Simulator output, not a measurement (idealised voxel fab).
The following process module bears the name voxel capacitor over wiring.
Cross-section cut: width 295 nm, square cells of 5 nm.
A cross-section is a grid of square cells, given in bands from the top down. A band is one or more rows of cells. Per band: top height and bottom height in nm, followed by the left-to-right materials and their widths in nm; "everywhere" marks a single material spanning edge to edge, "blank" marks empty space. All heights in this document are referenced to 0, defined as the level beneath which the wafer, as received, consists entirely of one material. The lowest band is not bounded below; it extends indefinitely downward and is written in the form "z 0 and below". You'd read "30 to 40" like this: the band's top row of cells is as wide as the first number, its bottom row is as wide as the second, and going down, every row changes width by the same amount as the row before did. Basically "remained the same" means that step didn't change any cell in the cross-section. You'll see "Closed empty spaces" listing empty spaces that have no way open to the top, as long as they're 8 cells or more; the notation is width x height at distance, where the distance is from the left edge, and all of it is in nm. after a step's settings: what the simulator itself notes on the step. overlay nm: step with mask; distance mask lay right of planned place; negative value = left of planned place. Structure of the following material. The material consists of pairs of cross-sections. Each pair comprises the cross-section before one process step and the cross-section after that step, the latter shown only down to the lowest band that changed. The step between the cross-sections is specified beneath each pair, including its settings. Pairs are not necessarily consecutive: they may derive from different runs of this module performed on the same starting wafer. Continuity with the pair above is to be assumed only where the entry headed "Before the process" of the pair in question states it.

[Before the process]
> z 90 to 80: blank: 95; aC: 5; blank: 70; aC: 5; blank: 120
> z 80 to 75: blank: 95; aC: 80; blank: 120
> z 75 to 70: TiN: 100; aC: 70; TiN: 125
> z 70 to 65: SiN: 100; aC: 70; SiN: 125
> z 65 to 55: TiN everywhere
> z 55 to 45: SiO2: 100; Ru: 15; SiO2: 180
> z 45 to 40: SiCN: 100; Ru: 15; SiCN: 180
> z 40 to 20: SiO2: 95; TiN: 5; Cu: 10; TiN: 5; SiO2: 65; TiN: 5; Cu: 10; TiN: 5; SiO2: 95
> z 20 to 15: SiCN: 95; TiN: 20; SiCN: 65; TiN: 20; SiCN: 95
> z 15 to 0: SiO2 everywhere
> z 0 and below: Si everywhere
> Closed empty spaces: none

[Structure After Step]
> z 90 to 80: blank: 95; aC: 5; blank: 70; aC: 5; blank: 120
> z 80 to 75: blank: 95; aC: 80; blank: 120
> z 75 to 70: blank: 95; TiN: 5; aC: 70; TiN: 5; blank: 120
> Below 70, the layers are the same as they were.
> Closed empty spaces: none
The before and after cross-sections above differ by one step: DIRECTIONAL_ETCH [etch materials TiN] [depth nm 10]

Before the process: taken from the pair above, after panel.

[Structure After Step]
> z 75 to 70: blank: 95; TiN: 5; blank: 70; TiN: 5; blank: 120
> z 70 to 65: SiN: 100; blank: 70; SiN: 125
> Below 65, the layers are the same as they were.
> Closed empty spaces: none
The before and after cross-sections above differ by one step: STRIP [etch materials aC]

Before the process: taken from the pair above, after panel.

[Structure After Step]
> z 90 to 75: SiO2 everywhere
> z 75 to 70: SiO2: 95; TiN: 5; SiO2: 70; TiN: 5; SiO2: 120
> z 70 to 65: SiN: 100; SiO2: 70; SiN: 125
> Below 65, the layers are the same as they were.
> Closed empty spaces: none
The before and after cross-sections above differ by one step: FILL_DEP [material SiO2] [thk nm 15]

Before the process: taken from the pair above, after panel.

[Structure After Step]
> z 85 to 75: SiO2 everywhere
> Below 75, the layers are the same as they were.
> Closed empty spaces: none
The before and after cross-sections above differ by one step: CMP [height nm 85]

Before the process: taken from the pair above, after panel.

[Structure After Step]
> z 95 to 85: aC everywhere
> Below 85, the layers are the same as they were.
> Closed empty spaces: none
The before and after cross-sections above differ by one step: DIRECTIONAL_DEP [material aC] [thk nm 10]

Before the process: taken from the pair above, after panel.

[Structure After Step]
> z 120 to 95: resist: 110; blank: 15; resist: 170
> Below 95, the layers are the same as they were.
> Closed empty spaces: none
The before and after cross-sections above differ by one step: PATTERN [tone open] [mask id PLUG_2] [material resist] [width nm 15] [thk nm 25] [overlay nm 0]

Before the process: taken from the pair above, after panel.

[Structure After Step]
> z 110 to 95: resist: 110; blank: 15; resist: 170
> z 95 to 85: aC: 110; blank: 15; aC: 170
> Below 85, the layers are the same as they were.
> Closed empty spaces: none
The before and after cross-sections above differ by one step: DIRECTIONAL_ETCH [etch materials aC] [depth nm 10]

Before the process: taken from the pair above, after panel.

[Structure After Step]
> z 95 to 85: aC: 110; blank: 15; aC: 170
> Below 85, the layers are the same as they were.
> Closed empty spaces: none
The before and after cross-sections above differ by one step: STRIP [etch materials resist]

Before the process: taken from the pair above, after panel.

[Structure After Step]
> z 95 to 85: aC: 110; blank: 15; aC: 170
> z 85 to 75: SiO2: 110; blank: 15; SiO2: 170
> Below 75, the layers are the same as they were.
> Closed empty spaces: none
The before and after cross-sections above differ by one step: DIRECTIONAL_ETCH [etch materials SiO2] [depth nm 10]

Before the process: taken from the pair above, after panel.

[Structure After Step]
> z 85 to 75: SiO2: 110; blank: 15; SiO2: 170
> Below 75, the layers are the same as they were.
> Closed empty spaces: none
The before and after cross-sections above differ by one step: STRIP [etch materials aC]

Before the process: taken from the pair above, after panel.

[Structure After Step]
> z 90 to 85: TiN: 115; blank: 5; TiN: 175
> z 85 to 80: SiO2: 110; TiN: 5; blank: 5; TiN: 5; SiO2: 170
> z 80 to 75: SiO2: 110; TiN: 15; SiO2: 170
> Below 75, the layers are the same as they were.
> Closed empty spaces: none
The before and after cross-sections above differ by one step: CONFORMAL_DEP [material TiN] [thk nm 5]

Before the process: taken from the pair above, after panel.

[Structure After Step]
> z 95 to 90: Cu everywhere
> z 90 to 85: TiN: 115; Cu: 5; TiN: 175
> z 85 to 80: SiO2: 110; TiN: 5; Cu: 5; TiN: 5; SiO2: 170
> Below 80, the layers are the same as they were.
> Closed empty spaces: none
The before and after cross-sections above differ by one step: FILL_DEP [material Cu] [thk nm 5]

Before the process: taken from the pair above, after panel.

[Structure After Step]
> z 85 to 80: SiO2: 110; TiN: 5; Cu: 5; TiN: 5; SiO2: 170
> Below 80, the layers are the same as they were.
> Closed empty spaces: none
The before and after cross-sections above differ by one step: CMP [height nm 85]

Before the process: taken from the pair above, after panel.

[Structure After Step]
> z 90 to 85: SiN everywhere
> Below 85, the layers are the same as they were.
> Closed empty spaces: none
The before and after cross-sections above differ by one step: CONFORMAL_DEP [material SiN] [thk nm 5]
